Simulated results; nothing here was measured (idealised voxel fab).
You're looking at the process module voxel wiring stack.
For reference, the cross-section in this document is cut, with width 265 nm and square cells of 5 nm.
Cross-section spec: square-cell grid; bands listed top down; each band is one or more rows.
Top, bottom (nm), then materials left to right with widths (nm); lone material tagged "all across" fills the whole band edge to edge; "blank" = empty space.
Height datum 0, below which the as-received substrate wafer is one material. Lowest band open at the bottom, running downward: "z 0 and below".
Graded width ("30 to 40"): value in top row of band = first number; value in bottom row = second number; row-to-row change constant.
Basically "remained unchanged" means that step didn't change any cell in the cross-section.
What "Closed cavity list" gives you is every empty space of 8 cells or more that is cut off from the top. Each appears as width x height at distance, with the distance taken from the left edge and width, height and distance all in nm.
If you see something after the settings on a step's line, that's the simulator's own remark about that step.
The "overlay nm" setting may appear on a step's line; for a step that uses a mask, it gives how far to the right of its planned position the mask lay, and a negative value indicates the left.
Reading guide: pairs of cross-sections, before and after one process step; after view cut off at lowest changed band; step and settings listed under each pair. Pairs may stem from different runs of this module on the same starting wafer; continuity with the pair above only where the "Snapshot before" entry states it.

SNAPSHOT BEFORE
- z 0 and below | Si all across
- Closed cavity list: none

SECTIONAL RESULT
- z 15 to 0 | SiO2 all across
- Below 0, the layers are the same as they were.
- Closed cavity list: none
The before and after cross-sections above differ by one step: op CONFORMAL_DEP | material SiO2 | thk nm 15

Snapshot before: For the state before this step, see the after cross-section of the pair located directly above.

SECTIONAL RESULT
- z 20 to 15 | TiN all across
- Below 15, the layers are the same as they were.
- Closed cavity list: none
The before and after cross-sections above differ by one step: op DIRECTIONAL_DEP | material TiN | thk nm 5

Snapshot before: For the state before this step, see the after cross-section of the pair located directly above.

SECTIONAL RESULT
- z 45 to 20 | Ru all across
- Below 20, the layers are the same as they were.
- Closed cavity list: none
The before and after cross-sections above differ by one step: op DIRECTIONAL_DEP | material Ru | thk nm 25

Snapshot before: For the state before this step, see the after cross-section of the pair located directly above.

SECTIONAL RESULT
- z 45 to 20 | blank 85  Ru 20  blank 15  Ru 20  blank 15  Ru 20  blank 90
- Below 20, the layers are the same as they were.
- Closed cavity list: none
The before and after cross-sections above differ by one step: op MASKED_ETCH | tone cover | mask id METAL_1 | width nm 20 | pitch nm 35 | etch materials Ru | depth nm 25 | overlay nm 0

Snapshot before: For the state before this step, see the after cross-section of the pair located directly above.

SECTIONAL RESULT
- z 45 to 20 | blank 85  Ru 20  blank 15  Ru 20  blank 15  Ru 20  blank 90
- z 20 to 15 | blank 85  TiN 20  blank 15  TiN 20  blank 15  TiN 20  blank 90
- Below 15, the layers are the same as they were.
- Closed cavity list: none
The before and after cross-sections above differ by one step: op MASKED_ETCH | tone cover | mask id METAL_1 | width nm 20 | pitch nm 35 | etch materials TiN | depth nm 5 | overlay nm 0

Snapshot before: For the state before this step, see the after cross-section of the pair located directly above.

SECTIONAL RESULT
- z 50 to 45 | blank 80  SiCN 30  blank 5  SiCN 30  blank 5  SiCN 30  blank 85
- z 45 to 20 | blank 80  SiCN 5  Ru 20  SiCN 5  blank 5  SiCN 5  Ru 20  SiCN 5  blank 5  SiCN 5  Ru 20  SiCN 5  blank 85
- z 20 to 15 | SiCN 85  TiN 20  SiCN 15  TiN 20  SiCN 15  TiN 20  SiCN 90
- Below 15, the layers are the same as they were.
- Closed cavity list: none
The before and after cross-sections above differ by one step: op CONFORMAL_DEP | material SiCN | thk nm 5

Snapshot before: For the state before this step, see the after cross-section of the pair located directly above.

SECTIONAL RESULT
- z 55 to 50 | lowk all across
- z 50 to 45 | lowk 80  SiCN 30  lowk 5  SiCN 30  lowk 5  SiCN 30  lowk 85
- z 45 to 20 | lowk 80  SiCN 5  Ru 20  SiCN 5  lowk 5  SiCN 5  Ru 20  SiCN 5  lowk 5  SiCN 5  Ru 20  SiCN 5  lowk 85
- Below 20, the layers are the same as they were.
- Closed cavity list: none
The before and after cross-sections above differ by one step: op FILL_DEP | material lowk | thk nm 5

Snapshot before: For the state before this step, see the after cross-section of the pair located directly above.

SECTIONAL RESULT
- z 45 to 20 | lowk 80  SiCN 5  Ru 20  SiCN 5  lowk 5  SiCN 5  Ru 20  SiCN 5  lowk 5  SiCN 5  Ru 20  SiCN 5  lowk 85
- Below 20, the layers are the same as they were.
- Closed cavity list: none
The before and after cross-sections above differ by one step: op CMP | height nm 45

Snapshot before: For the state before this step, see the after cross-section of the pair located directly above.

SECTIONAL RESULT
- z 50 to 45 | SiCN all across
- Below 45, the layers are the same as they were.
- Closed cavity list: none
The before and after cross-sections above differ by one step: op CONFORMAL_DEP | material SiCN | thk nm 5

Snapshot before: For the state before this step, see the after cross-section of the pair located directly above.

SECTIONAL RESULT
- z 80 to 50 | SiO2 all across
- Below 50, the layers are the same as they were.
- Closed cavity list: none
The before and after cross-sections above differ by one step: op DIRECTIONAL_DEP | material SiO2 | thk nm 30

Snapshot before: For the state before this step, see the after cross-section of the pair located directly above.

SECTIONAL RESULT
- z 80 to 65 | SiO2 85  blank 20  SiO2 15  blank 20  SiO2 15  blank 20  SiO2 90
- Below 65, the layers are the same as they were.
- Closed cavity list: none
The before and after cross-sections above differ by one step: op MASKED_ETCH | tone open | mask id METAL_2 | width nm 20 | pitch nm 35 | etch materials SiO2 | depth nm 15 | overlay nm 0

Snapshot before: For the state before this step, see the after cross-section of the pair located directly above.

SECTIONAL RESULT
- z 90 to 80 | aC 85  blank 20  aC 15  blank 20  aC 15  blank 20  aC 90
- z 80 to 75 | SiO2 85  blank 20  SiO2 15  blank 20  SiO2 15  blank 20  SiO2 90
- z 75 to 65 | SiO2 85  aC 20  SiO2 15  aC 20  SiO2 15  aC 20  SiO2 90
- Below 65, the layers are the same as they were.
- Closed cavity list: none
The before and after cross-sections above differ by one step: op DIRECTIONAL_DEP | material aC | thk nm 10

Snapshot before: For the state before this step, see the after cross-section of the pair located directly above.

SECTIONAL RESULT
- z 115 to 90 | resist 85  blank 15  resist 55  blank 15  resist 95
- z 90 to 80 | aC 85  blank 15  resist 5  aC 15  resist 20  aC 15  blank 15  resist 5  aC 90
- z 80 to 75 | SiO2 85  blank 15  resist 5  SiO2 15  resist 20  SiO2 15  blank 15  resist 5  SiO2 90
- Below 75, the layers are the same as they were.
- Closed cavity list: none
The before and after cross-sections above differ by one step: op PATTERN | tone open | mask id METAL_2_HOLES | material resist | width nm 15 | pitch nm 70 | thk nm 25 | overlay nm 0

Snapshot before: For the state before this step, see the after cross-section of the pair located directly above.

SECTIONAL RESULT
- z 105 to 90 | resist 85  blank 15  resist 55  blank 15  resist 95
- z 90 to 80 | aC 85  blank 15  resist 5  aC 15  resist 20  aC 15  blank 15  resist 5  aC 90
- z 80 to 75 | SiO2 85  blank 15  resist 5  SiO2 15  resist 20  SiO2 15  blank 15  resist 5  SiO2 90
- z 75 to 65 | SiO2 85  blank 15  aC 5  SiO2 15  aC 20  SiO2 15  blank 15  aC 5  SiO2 90
- Below 65, the layers are the same as they were.
- Closed cavity list: none
The before and after cross-sections above differ by one step: op DIRECTIONAL_ETCH | etch materials aC | depth nm 10

Snapshot before: For the state before this step, see the after cross-section of the pair located directly above.

SECTIONAL RESULT
- z 90 to 80 | aC 85  blank 20  aC 15  blank 20  aC 15  blank 20  aC 90
- z 80 to 75 | SiO2 85  blank 20  SiO2 15  blank 20  SiO2 15  blank 20  SiO2 90
- Below 75, the layers are the same as they were.
- Closed cavity list: none
The before and after cross-sections above differ by one step: op STRIP | etch materials resist

Snapshot before: For the state before this step, see the after cross-section of the pair located directly above.

SECTIONAL RESULT
- z 90 to 80 | aC 85  blank 20  aC 15  blank 20  aC 15  blank 20  aC 90
- z 80 to 75 | SiO2 85  blank 20  SiO2 15  blank 20  SiO2 15  blank 20  SiO2 90
- z 75 to 65 | SiO2 85  blank 15  aC 5  SiO2 15  aC 20  SiO2 15  blank 15  aC 5  SiO2 90
- z 65 to 50 | SiO2 85  blank 15  SiO2 55  blank 15  SiO2 95
- Below 50, the layers are the same as they were.
- Closed cavity list: none
The before and after cross-sections above differ by one step: op DIRECTIONAL_ETCH | etch materials SiO2 | depth nm 15

Snapshot before: For the state before this step, see the after cross-section of the pair located directly above.

SECTIONAL RESULT
- z 90 to 80 | aC 85  blank 20  aC 15  blank 20  aC 15  blank 20  aC 90
- z 80 to 75 | SiO2 85  blank 20  SiO2 15  blank 20  SiO2 15  blank 20  SiO2 90
- z 75 to 65 | SiO2 85  blank 15  aC 5  SiO2 15  aC 20  SiO2 15  blank 15  aC 5  SiO2 90
- z 65 to 50 | SiO2 85  blank 15  SiO2 55  blank 15  SiO2 95
- z 50 to 45 | SiCN 85  blank 15  SiCN 55  blank 15  SiCN 95
- Below 45, the layers are the same as they were.
- Closed cavity list: none
The before and after cross-sections above differ by one step: op DIRECTIONAL_ETCH | etch materials SiCN | depth nm 5

Snapshot before: For the state before this step, see the after cross-section of the pair located directly above.

SECTIONAL RESULT
- z 80 to 65 | SiO2 85  blank 20  SiO2 15  blank 20  SiO2 15  blank 20  SiO2 90
- Below 65, the layers are the same as they were.
- Closed cavity list: none
The before and after cross-sections above differ by one step: op STRIP | etch materials aC

Snapshot before: For the state before this step, see the after cross-section of the pair located directly above.

SECTIONAL RESULT
- z 85 to 80 | TiN 90  blank 10  TiN 25  blank 10  TiN 25  blank 10  TiN 95
- z 80 to 70 | SiO2 85  TiN 5  blank 10  TiN 5  SiO2 15  TiN 5  blank 10  TiN 5  SiO2 15  TiN 5  blank 10  TiN 5  SiO2 90
- z 70 to 65 | SiO2 85  TiN 5  blank 5  TiN 10  SiO2 15  TiN 20  SiO2 15  TiN 5  blank 5  TiN 10  SiO2 90
- z 65 to 50 | SiO2 85  TiN 5  blank 5  TiN 5  SiO2 55  TiN 5  blank 5  TiN 5  SiO2 95
- z 50 to 45 | SiCN 85  TiN 15  SiCN 55  TiN 15  SiCN 95
- Below 45, the layers are the same as they were.
- Closed cavity list: none
The before and after cross-sections above differ by one step: op CONFORMAL_DEP | material TiN | thk nm 5

Snapshot before: For the state before this step, see the after cross-section of the pair located directly above.

SECTIONAL RESULT
- z 95 to 85 | Ru all across
- z 85 to 80 | TiN 90  Ru 10  TiN 25  Ru 10  TiN 25  Ru 10  TiN 95
- z 80 to 70 | SiO2 85  TiN 5  Ru 10  TiN 5  SiO2 15  TiN 5  Ru 10  TiN 5  SiO2 15  TiN 5  Ru 10  TiN 5  SiO2 90
- z 70 to 65 | SiO2 85  TiN 5  Ru 5  TiN 10  SiO2 15  TiN 20  SiO2 15  TiN 5  Ru 5  TiN 10  SiO2 90
- z 65 to 50 | SiO2 85  TiN 5  Ru 5  TiN 5  SiO2 55  TiN 5  Ru 5  TiN 5  SiO2 95
- Below 50, the layers are the same as they were.
- Closed cavity list: none
The before and after cross-sections above differ by one step: op FILL_DEP | material Ru | thk nm 10

Snapshot before: For the state before this step, see the after cross-section of the pair located directly above.

SECTIONAL RESULT
- z 80 to 70 | SiO2 85  TiN 5  Ru 10  TiN 5  SiO2 15  TiN 5  Ru 10  TiN 5  SiO2 15  TiN 5  Ru 10  TiN 5  SiO2 90
- Below 70, the layers are the same as they were.
- Closed cavity list: none
The before and after cross-sections above differ by one step: op CMP | height nm 80

Snapshot before: For the state before this step, see the after cross-section of the pair located directly above.

SECTIONAL RESULT
- z 85 to 80 | SiCN all across
- Below 80, the layers are the same as they were.
- Closed cavity list: none
The before and after cross-sections above differ by one step: op CONFORMAL_DEP | material SiCN | thk nm 5

Snapshot before: For the state before this step, see the after cross-section of the pair located directly above.

SECTIONAL RESULT
- z 100 to 85 | lowk all across
- Below 85, the layers are the same as they were.
- Closed cavity list: none
The before and after cross-sections above differ by one step: op DIRECTIONAL_DEP | material lowk | thk nm 15

Snapshot before: For the state before this step, see the after cross-section of the pair located directly above.

SECTIONAL RESULT
- z 100 to 85 | lowk 85  blank 15  lowk 20  blank 15  lowk 20  blank 15  lowk 95
- Below 85, the layers are the same as they were.
- Closed cavity list: none
The before and after cross-sections above differ by one step: op MASKED_ETCH | tone open | mask id PLUG_2 | width nm 15 | pitch nm 35 | etch materials lowk | depth nm 15 | overlay nm 0

Snapshot before: For the state before this step, see the after cross-section of the pair located directly above.

SECTIONAL RESULT
- z 100 to 85 | lowk 85  blank 15  lowk 20  blank 15  lowk 20  blank 15  lowk 95
- z 85 to 80 | SiCN 85  blank 15  SiCN 20  blank 15  SiCN 20  blank 15  SiCN 95
- Below 80, the layers are the same as they were.
- Closed cavity list: none
The before and after cross-sections above differ by one step: op MASKED_ETCH | tone open | mask id PLUG_2 | width nm 15 | pitch nm 35 | etch materials SiCN | depth nm 5 | overlay nm 0

Snapshot before: For the state before this step, see the after cross-section of the pair located directly above.

SECTIONAL RESULT
- z 105 to 100 | TiN 90  blank 5  TiN 30  blank 5  TiN 30  blank 5  TiN 100
- z 100 to 85 | lowk 85  TiN 5  blank 5  TiN 5  lowk 20  TiN 5  blank 5  TiN 5  lowk 20  TiN 5  blank 5  TiN 5  lowk 95
- z 85 to 80 | SiCN 85  TiN 15  SiCN 20  TiN 15  SiCN 20  TiN 15  SiCN 95
- Below 80, the layers are the same as they were.
- Closed cavity list: none
The before and after cross-sections above differ by one step: op CONFORMAL_DEP | material TiN | thk nm 5

Snapshot before: For the state before this step, see the after cross-section of the pair located directly above.

SECTIONAL RESULT
- z 115 to 105 | Cu all across
- z 105 to 100 | TiN 90  Cu 5  TiN 30  Cu 5  TiN 30  Cu 5  TiN 100
- z 100 to 85 | lowk 85  TiN 5  Cu 5  TiN 5  lowk 20  TiN 5  Cu 5  TiN 5  lowk 20  TiN 5  Cu 5  TiN 5  lowk 95
- Below 85, the layers are the same as they were.
- Closed cavity list: none
The before and after cross-sections above differ by one step: op FILL_DEP | material Cu | thk nm 10

Snapshot before: For the state before this step, see the after cross-section of the pair located directly above.

SECTIONAL RESULT
- z 100 to 85 | lowk 85  TiN 5  Cu 5  TiN 5  lowk 20  TiN 5  Cu 5  TiN 5  lowk 20  TiN 5  Cu 5  TiN 5  lowk 95
- Below 85, the layers are the same as they were.
- Closed cavity list: none
The before and after cross-sections above differ by one step: op CMP | height nm 100

Snapshot before: For the state before this step, see the after cross-section of the pair located directly above.

SECTIONAL RESULT
- z 105 to 100 | TiN all across
- Below 100, the layers are the same as they were.
- Closed cavity list: none
The before and after cross-sections above differ by one step: op DIRECTIONAL_DEP | material TiN | thk nm 5

Snapshot before: For the state before this step, see the after cross-section of the pair located directly above.

SECTIONAL RESULT
- z 120 to 105 | W all across
- Below 105, the layers are the same as they were.
- Closed cavity list: none
The before and after cross-sections above differ by one step: op DIRECTIONAL_DEP | material W | thk nm 15

Snapshot before: For the state before this step, see the after cross-section of the pair located directly above.

SECTIONAL RESULT
- z 135 to 120 | aC all across
- Below 120, the layers are the same as they were.
- Closed cavity list: none
The before and after cross-sections above differ by one step: op DIRECTIONAL_DEP | material aC | thk nm 15

Snapshot before: For the state before this step, see the after cross-section of the pair located directly above.

SECTIONAL RESULT
- z 170 to 135 | blank 85  resist 20  blank 15  resist 20  blank 15  resist 20  blank 90
- Below 135, the layers are the same as they were.
- Closed cavity list: none
The before and after cross-sections above differ by one step: op PATTERN | tone cover | mask id METAL_3 | material resist | width nm 20 | pitch nm 35 | thk nm 35 | overlay nm 0

Snapshot before: For the state before this step, see the after cross-section of the pair located directly above.

SECTIONAL RESULT
- z 155 to 135 | blank 85  resist 20  blank 15  resist 20  blank 15  resist 20  blank 90
- z 135 to 120 | blank 85  aC 20  blank 15  aC 20  blank 15  aC 20  blank 90
- Below 120, the layers are the same as they were.
- Closed cavity list: none
The before and after cross-sections above differ by one step: op DIRECTIONAL_ETCH | etch materials aC | depth nm 15

Snapshot before: For the state before this step, see the after cross-section of the pair located directly above.

SECTIONAL RESULT
- z 135 to 120 | blank 85  aC 20  blank 15  aC 20  blank 15  aC 20  blank 90
- Below 120, the layers are the same as they were.
- Closed cavity list: none
The before and after cross-sections above differ by one step: op STRIP | etch materials resist

Snapshot before: For the state before this step, see the after cross-section of the pair located directly above.

SECTIONAL RESULT
- z 135 to 120 | blank 85  aC 20  blank 15  aC 20  blank 15  aC 20  blank 90
- z 120 to 105 | blank 85  W 20  blank 15  W 20  blank 15  W 20  blank 90
- Below 105, the layers are the same as they were.
- Closed cavity list: none
The before and after cross-sections above differ by one step: op DIRECTIONAL_ETCH | etch materials W | depth nm 15

Snapshot before: For the state before this step, see the after cross-section of the pair located directly above.

SECTIONAL RESULT
- z 135 to 120 | blank 85  aC 20  blank 15  aC 20  blank 15  aC 20  blank 90
- z 120 to 105 | blank 85  W 20  blank 15  W 20  blank 15  W 20  blank 90
- z 105 to 100 | blank 85  TiN 20  blank 15  TiN 20  blank 15  TiN 20  blank 90
- Below 100, the layers are the same as they were.
- Closed cavity list: none
The before and after cross-sections above differ by one step: op DIRECTIONAL_ETCH | etch materials TiN | depth nm 5

Snapshot before: For the state before this step, see the after cross-section of the pair located directly above.

SECTIONAL RESULT
- z 120 to 105 | blank 85  W 20  blank 15  W 20  blank 15  W 20  blank 90
- Below 105, the layers are the same as they were.
- Closed cavity list: none
The before and after cross-sections above differ by one step: op STRIP | etch materials aC

Snapshot before: For the state before this step, see the after cross-section of the pair located directly above.

SECTIONAL RESULT
- z 125 to 120 | blank 80  SiCN 30  blank 5  SiCN 30  blank 5  SiCN 30  blank 85
- z 120 to 105 | blank 80  SiCN 5  W 20  SiCN 5  blank 5  SiCN 5  W 20  SiCN 5  blank 5  SiCN 5  W 20  SiCN 5  blank 85
- z 105 to 100 | SiCN 85  TiN 20  SiCN 15  TiN 20  SiCN 15  TiN 20  SiCN 90
- Below 100, the layers are the same as they were.
- Closed cavity list: none
The before and after cross-sections above differ by one step: op CONFORMAL_DEP | material SiCN | thk nm 5

Snapshot before: For the state before this step, see the after cross-section of the pair located directly above.

SECTIONAL RESULT
- z 135 to 125 | SiO2 all across
- z 125 to 120 | SiO2 80  SiCN 30  SiO2 5  SiCN 30  SiO2 5  SiCN 30  SiO2 85
- z 120 to 105 | SiO2 80  SiCN 5  W 20  SiCN 5  SiO2 5  SiCN 5  W 20  SiCN 5  SiO2 5  SiCN 5  W 20  SiCN 5  SiO2 85
- Below 105, the layers are the same as they were.
- Closed cavity list: none
The before and after cross-sections above differ by one step: op FILL_DEP | material SiO2 | thk nm 10

Snapshot before: For the state before this step, see the after cross-section of the pair located directly above.

SECTIONAL RESULT
- z 120 to 105 | SiO2 80  SiCN 5  W 20  SiCN 5  SiO2 5  SiCN 5  W 20  SiCN 5  SiO2 5  SiCN 5  W 20  SiCN 5  SiO2 85
- Below 105, the layers are the same as they were.
- Closed cavity list: none
The before and after cross-sections above differ by one step: op CMP | height nm 120

Snapshot before: For the state before this step, see the after cross-section of the pair located directly above.

SECTIONAL RESULT
- z 125 to 120 | SiN all across
- Below 120, the layers are the same as they were.
- Closed cavity list: none
The before and after cross-sections above differ by one step: op CONFORMAL_DEP | material SiN | thk nm 5

SNAPSHOT BEFORE
- z 115 to 105 | Cu all across
- z 105 to 100 | TiN 90  Cu 5  TiN 30  Cu 5  TiN 30  Cu 5  TiN 100
- z 100 to 85 | lowk 85  TiN 5  Cu 5  TiN 5  lowk 20  TiN 5  Cu 5  TiN 5  lowk 20  TiN 5  Cu 5  TiN 5  lowk 95
- z 85 to 80 | SiCN 85  TiN 15  SiCN 20  TiN 15  SiCN 20  TiN 15  SiCN 95
- z 80 to 70 | SiO2 85  TiN 5  Ru 10  TiN 5  SiO2 15  TiN 5  Ru 10  TiN 5  SiO2 15  TiN 5  Ru 10  TiN 5  SiO2 90
- z 70 to 65 | SiO2 85  TiN 5  Ru 5  TiN 10  SiO2 15  TiN 20  SiO2 15  TiN 5  Ru 5  TiN 10  SiO2 90
- z 65 to 50 | SiO2 85  TiN 5  Ru 5  TiN 5  SiO2 55  TiN 5  Ru 5  TiN 5  SiO2 95
- z 50 to 45 | SiCN 85  TiN 15  SiCN 55  TiN 15  SiCN 95
- z 45 to 20 | lowk 80  SiCN 5  Ru 20  SiCN 5  lowk 5  SiCN 5  Ru 20  SiCN 5  lowk 5  SiCN 5  Ru 20  SiCN 5  lowk 85
- z 20 to 15 | SiCN 85  TiN 20  SiCN 15  TiN 20  SiCN 15  TiN 20  SiCN 90
- z 15 to 0 | SiO2 all across
- z 0 and below | Si all across
- Closed cavity list: none

SECTIONAL RESULT
- z 120 to 115 | TiN all across
- Below 115, the layers are the same as they were.
- Closed cavity list: none
The before and after cross-sections above differ by one step: op DIRECTIONAL_DEP | material TiN | thk nm 5

Snapshot before: For the state before this step, see the after cross-section of the pair located directly above.

SECTIONAL RESULT
- z 135 to 120 | W all across
- Below 120, the layers are the same as they were.
- Closed cavity list: none
The before and after cross-sections above differ by one step: op DIRECTIONAL_DEP | material W | thk nm 15

Snapshot before: For the state before this step, see the after cross-section of the pair located directly above.

SECTIONAL RESULT
- z 150 to 135 | aC all across
- Below 135, the layers are the same as they were.
- Closed cavity list: none
The before and after cross-sections above differ by one step: op DIRECTIONAL_DEP | material aC | thk nm 15

Snapshot before: For the state before this step, see the after cross-section of the pair located directly above.

SECTIONAL RESULT
- z 185 to 150 | blank 85  resist 20  blank 15  resist 20  blank 15  resist 20  blank 90
- Below 150, the layers are the same as they were.
- Closed cavity list: none
The before and after cross-sections above differ by one step: op PATTERN | tone cover | mask id METAL_3 | material resist | width nm 20 | pitch nm 35 | thk nm 35 | overlay nm 0

Snapshot before: For the state before this step, see the after cross-section of the pair located directly above.

SECTIONAL RESULT
- z 170 to 150 | blank 85  resist 20  blank 15  resist 20  blank 15  resist 20  blank 90
- z 150 to 135 | blank 85  aC 20  blank 15  aC 20  blank 15  aC 20  blank 90
- Below 135, the layers are the same as they were.
- Closed cavity list: none
The before and after cross-sections above differ by one step: op DIRECTIONAL_ETCH | etch materials aC | depth nm 15

Snapshot before: For the state before this step, see the after cross-section of the pair located directly above.

SECTIONAL RESULT
- z 150 to 135 | blank 85  aC 20  blank 15  aC 20  blank 15  aC 20  blank 90
- Below 135, the layers are the same as they were.
- Closed cavity list: none
The before and after cross-sections above differ by one step: op STRIP | etch materials resist

Snapshot before: For the state before this step, see the after cross-section of the pair located directly above.

SECTIONAL RESULT
- z 150 to 135 | blank 85  aC 20  blank 15  aC 20  blank 15  aC 20  blank 90
- z 135 to 120 | blank 85  W 20  blank 15  W 20  blank 15  W 20  blank 90
- Below 120, the layers are the same as they were.
- Closed cavity list: none
The before and after cross-sections above differ by one step: op DIRECTIONAL_ETCH | etch materials W | depth nm 15

Snapshot before: For the state before this step, see the after cross-section of the pair located directly above.

SECTIONAL RESULT
- z 150 to 135 | blank 85  aC 20  blank 15  aC 20  blank 15  aC 20  blank 90
- z 135 to 120 | blank 85  W 20  blank 15  W 20  blank 15  W 20  blank 90
- z 120 to 115 | blank 85  TiN 20  blank 15  TiN 20  blank 15  TiN 20  blank 90
- Below 115, the layers are the same as they were.
- Closed cavity list: none
The before and after cross-sections above differ by one step: op DIRECTIONAL_ETCH | etch materials TiN | depth nm 5

Snapshot before: For the state before this step, see the after cross-section of the pair located directly above.

SECTIONAL RESULT
- z 135 to 120 | blank 85  W 20  blank 15  W 20  blank 15  W 20  blank 90
- Below 120, the layers are the same as they were.
- Closed cavity list: none
The before and after cross-sections above differ by one step: op STRIP | etch materials aC

Snapshot before: For the state before this step, see the after cross-section of the pair located directly above.

SECTIONAL RESULT
- z 140 to 135 | blank 80  SiCN 30  blank 5  SiCN 30  blank 5  SiCN 30  blank 85
- z 135 to 120 | blank 80  SiCN 5  W 20  SiCN 5  blank 5  SiCN 5  W 20  SiCN 5  blank 5  SiCN 5  W 20  SiCN 5  blank 85
- z 120 to 115 | SiCN 85  TiN 20  SiCN 15  TiN 20  SiCN 15  TiN 20  SiCN 90
- Below 115, the layers are the same as they were.
- Closed cavity list: none
The before and after cross-sections above differ by one step: op CONFORMAL_DEP | material SiCN | thk nm 5

Snapshot before: For the state before this step, see the after cross-section of the pair located directly above.

SECTIONAL RESULT
- z 150 to 140 | SiO2 all across
- z 140 to 135 | SiO2 80  SiCN 30  SiO2 5  SiCN 30  SiO2 5  SiCN 30  SiO2 85
- z 135 to 120 | SiO2 80  SiCN 5  W 20  SiCN 5  SiO2 5  SiCN 5  W 20  SiCN 5  SiO2 5  SiCN 5  W 20  SiCN 5  SiO2 85
- Below 120, the layers are the same as they were.
- Closed cavity list: none
The before and after cross-sections above differ by one step: op FILL_DEP | material SiO2 | thk nm 10

Snapshot before: For the state before this step, see the after cross-section of the pair located directly above.

SECTIONAL RESULT
- z 120 to 115 | SiCN 85  TiN 20  SiCN 15  TiN 20  SiCN 15  TiN 20  SiCN 90
- Below 115, the layers are the same as they were.
- Closed cavity list: none
The before and after cross-sections above differ by one step: op CMP | height nm 120

Snapshot before: For the state before this step, see the after cross-section of the pair located directly above.

SECTIONAL RESULT
- z 125 to 120 | SiN all across
- Below 120, the layers are the same as they were.
- Closed cavity list: none
The before and after cross-sections above differ by one step: op CONFORMAL_DEP | material SiN | thk nm 5

SNAPSHOT BEFORE
- z 80 to 65 | SiO2 85  blank 20  SiO2 15  blank 20  SiO2 15  blank 20  SiO2 90
- z 65 to 50 | SiO2 all across
- z 50 to 45 | SiCN all across
- z 45 to 20 | lowk 80  SiCN 5  Ru 20  SiCN 5  lowk 5  SiCN 5  Ru 20  SiCN 5  lowk 5  SiCN 5  Ru 20  SiCN 5  lowk 85
- z 20 to 15 | SiCN 85  TiN 20  SiCN 15  TiN 20  SiCN 15  TiN 20  SiCN 90
- z 15 to 0 | SiO2 all across
- z 0 and below | Si all across
- Closed cavity list: none

SECTIONAL RESULT
- z 80 to 50 | SiO2 85  blank 20  SiO2 15  blank 20  SiO2 15  blank 20  SiO2 90
- Below 50, the layers are the same as they were.
- Closed cavity list: none
The before and after cross-sections above differ by one step: op MASKED_ETCH | tone open | mask id METAL_2 | width nm 20 | pitch nm 35 | etch materials SiO2 | depth nm 15 | overlay nm 0

Snapshot before: For the state before this step, see the after cross-section of the pair located directly above.

SECTIONAL RESULT
- z 90 to 80 | aC 85  blank 20  aC 15  blank 20  aC 15  blank 20  aC 90
- z 80 to 60 | SiO2 85  blank 20  SiO2 15  blank 20  SiO2 15  blank 20  SiO2 90
- z 60 to 50 | SiO2 85  aC 20  SiO2 15  aC 20  SiO2 15  aC 20  SiO2 90
- Below 50, the layers are the same as they were.
- Closed cavity list: none
The before and after cross-sections above differ by one step: op DIRECTIONAL_DEP | material aC | thk nm 10

Snapshot before: For the state before this step, see the after cross-section of the pair located directly above.

SECTIONAL RESULT
- z 115 to 90 | resist 85  blank 15  resist 55  blank 15  resist 95
- z 90 to 80 | aC 85  blank 15  resist 5  aC 15  resist 20  aC 15  blank 15  resist 5  aC 90
- z 80 to 60 | SiO2 85  blank 15  resist 5  SiO2 15  resist 20  SiO2 15  blank 15  resist 5  SiO2 90
- Below 60, the layers are the same as they were.
- Closed cavity list: none
The before and after cross-sections above differ by one step: op PATTERN | tone open | mask id METAL_2_HOLES | material resist | width nm 15 | pitch nm 70 | thk nm 25 | overlay nm 0

Snapshot before: For the state before this step, see the after cross-section of the pair located directly above.

SECTIONAL RESULT
- z 105 to 90 | resist 85  blank 15  resist 55  blank 15  resist 95
- z 90 to 80 | aC 85  blank 15  resist 5  aC 15  resist 20  aC 15  blank 15  resist 5  aC 90
- z 80 to 60 | SiO2 85  blank 15  resist 5  SiO2 15  resist 20  SiO2 15  blank 15  resist 5  SiO2 90
- z 60 to 50 | SiO2 85  blank 15  aC 5  SiO2 15  aC 20  SiO2 15  blank 15  aC 5  SiO2 90
- Below 50, the layers are the same as they were.
- Closed cavity list: none
The before and after cross-sections above differ by one step: op DIRECTIONAL_ETCH | etch materials aC | depth nm 10

Snapshot before: For the state before this step, see the after cross-section of the pair located directly above.

SECTIONAL RESULT
- z 90 to 80 | aC 85  blank 20  aC 15  blank 20  aC 15  blank 20  aC 90
- z 80 to 60 | SiO2 85  blank 20  SiO2 15  blank 20  SiO2 15  blank 20  SiO2 90
- Below 60, the layers are the same as they were.
- Closed cavity list: none
The before and after cross-sections above differ by one step: op STRIP | etch materials resist

Snapshot before: For the state before this step, see the after cross-section of the pair located directly above.

SECTIONAL RESULT
- z 90 to 80 | aC 85  blank 20  aC 15  blank 20  aC 15  blank 20  aC 90
- z 80 to 60 | SiO2 85  blank 20  SiO2 15  blank 20  SiO2 15  blank 20  SiO2 90
- z 60 to 50 | SiO2 85  blank 15  aC 5  SiO2 15  aC 20  SiO2 15  blank 15  aC 5  SiO2 90
- z 50 to 45 | SiCN 85  blank 15  SiCN 55  blank 15  SiCN 95
- Below 45, the layers are the same as they were.
- Closed cavity list: none
The before and after cross-sections above differ by one step: op DIRECTIONAL_ETCH | etch materials SiCN | depth nm 5

Snapshot before: For the state before this step, see the after cross-section of the pair located directly above.

SECTIONAL RESULT
- z 80 to 50 | SiO2 85  blank 20  SiO2 15  blank 20  SiO2 15  blank 20  SiO2 90
- Below 50, the layers are the same as they were.
- Closed cavity list: none
The before and after cross-sections above differ by one step: op STRIP | etch materials aC

Snapshot before: For the state before this step, see the after cross-section of the pair located directly above.

SECTIONAL RESULT
- z 85 to 80 | TiN 90  blank 10  TiN 25  blank 10  TiN 25  blank 10  TiN 95
- z 80 to 55 | SiO2 85  TiN 5  blank 10  TiN 5  SiO2 15  TiN 5  blank 10  TiN 5  SiO2 15  TiN 5  blank 10  TiN 5  SiO2 90
- z 55 to 50 | SiO2 85  TiN 5  blank 5  TiN 10  SiO2 15  TiN 20  SiO2 15  TiN 5  blank 5  TiN 10  SiO2 90
- z 50 to 45 | SiCN 85  TiN 15  SiCN 55  TiN 15  SiCN 95
- Below 45, the layers are the same as they were.
- Closed cavity list: none
The before and after cross-sections above differ by one step: op CONFORMAL_DEP | material TiN | thk nm 5
